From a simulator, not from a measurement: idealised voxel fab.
process module | voxel lift off
cross-section cut | 155 nm wide | cells 5 nm
A cross-section is a grid of square cells, given in bands from the top down. A band is one or more rows of cells.
Each band's line starts with the height of the band's top and of its bottom, in nm. Then come its materials from left to right, each with its width in nm. One material with "throughout" fills the band from edge to edge. "air" is empty space.
Height 0 is the level under which the wafer as received is all one material. The lowest band goes on downwards, as in "0 down".
A width such as "30 to 40" changes by the same amount from each row of cells to the next, from the band's top row to its bottom row.
"no change" after a step means that no cell of the cross-section changed.
closed voids: empty space of 8 cells or more with no open way to the top, each as width x height at its distance from the left edge, in nm
after a step's settings: what the simulator itself notes on the step
overlay nm, on a step with a mask: how far to the right of its planned place the mask lay; to the left if negative
plan
1 op RECEIVE | material Si
2 op CONFORMAL_DEP | material Al2O3 | thk nm 15
3 op PATTERN | tone open | mask id LINES | material resist | width nm 15 | pitch nm 40 | thk nm 25 | overlay nm 0
4 op DIRECTIONAL_DEP | material Ru | thk nm 15
5 op STRIP | etch materials resist
6 op CONFORMAL_DEP | material SiO2 | thk nm 5
first wafer, as planned
as received, after step 1
  0 down: Si throughout
  closed voids: none
after step 2
  15 to 0: Al2O3 throughout
  below 0: unchanged
after step 3
  40 to 15: resist 30 | air 15 | resist 25 | air 15 | resist 25 | air 15 | resist 30
  below 15: unchanged
after step 4
  55 to 40: Ru 30 | air 15 | Ru 25 | air 15 | Ru 25 | air 15 | Ru 30
  40 to 30: resist 30 | air 15 | resist 25 | air 15 | resist 25 | air 15 | resist 30
  30 to 15: resist 30 | Ru 15 | resist 25 | Ru 15 | resist 25 | Ru 15 | resist 30
  below 15: unchanged
after step 5
  30 to 15: air 30 | Ru 15 | air 25 | Ru 15 | air 25 | Ru 15 | air 30
  below 15: unchanged
after step 6
  35 to 30: air 25 | SiO2 25 | air 15 | SiO2 25 | air 15 | SiO2 25 | air 25
  30 to 20: air 25 | SiO2 5 | Ru 15 | SiO2 5 | air 15 | SiO2 5 | Ru 15 | SiO2 5 | air 15 | SiO2 5 | Ru 15 | SiO2 5 | air 25
  20 to 15: SiO2 30 | Ru 15 | SiO2 25 | Ru 15 | SiO2 25 | Ru 15 | SiO2 30
  below 15: unchanged
second wafer: like start, like plan, one mistake. Through step 2 it matches the first wafer
when step 3 should have ended
  40 to 15: resist 30 | air 20 | resist 20 | air 20 | resist 20 | air 20 | resist 25
  below 15: unchanged
when step 4 should have ended
  55 to 40: Ru 30 | air 20 | Ru 20 | air 20 | Ru 20 | air 20 | Ru 25
  40 to 30: resist 30 | air 20 | resist 20 | air 20 | resist 20 | air 20 | resist 25
  30 to 15: resist 30 | Ru 20 | resist 20 | Ru 20 | resist 20 | Ru 20 | resist 25
  below 15: unchanged
when step 5 should have ended
  30 to 15: air 30 | Ru 20 | air 20 | Ru 20 | air 20 | Ru 20 | air 25
  below 15: unchanged
when step 6 should have ended
  35 to 30: air 25 | SiO2 30 | air 10 | SiO2 30 | air 10 | SiO2 30 | air 20
  30 to 20: air 25 | SiO2 5 | Ru 20 | SiO2 5 | air 10 | SiO2 5 | Ru 20 | SiO2 5 | air 10 | SiO2 5 | Ru 20 | SiO2 5 | air 20
  20 to 15: SiO2 30 | Ru 20 | SiO2 20 | Ru 20 | SiO2 20 | Ru 20 | SiO2 25
  below 15: unchanged
what went wrong: step 3 ran as: op PATTERN | tone open | mask id LINES | material resist | width nm 20 | pitch nm 40 | thk nm 25 | overlay nm 0
at the end the second wafer has, in cells: 9 more of Ru
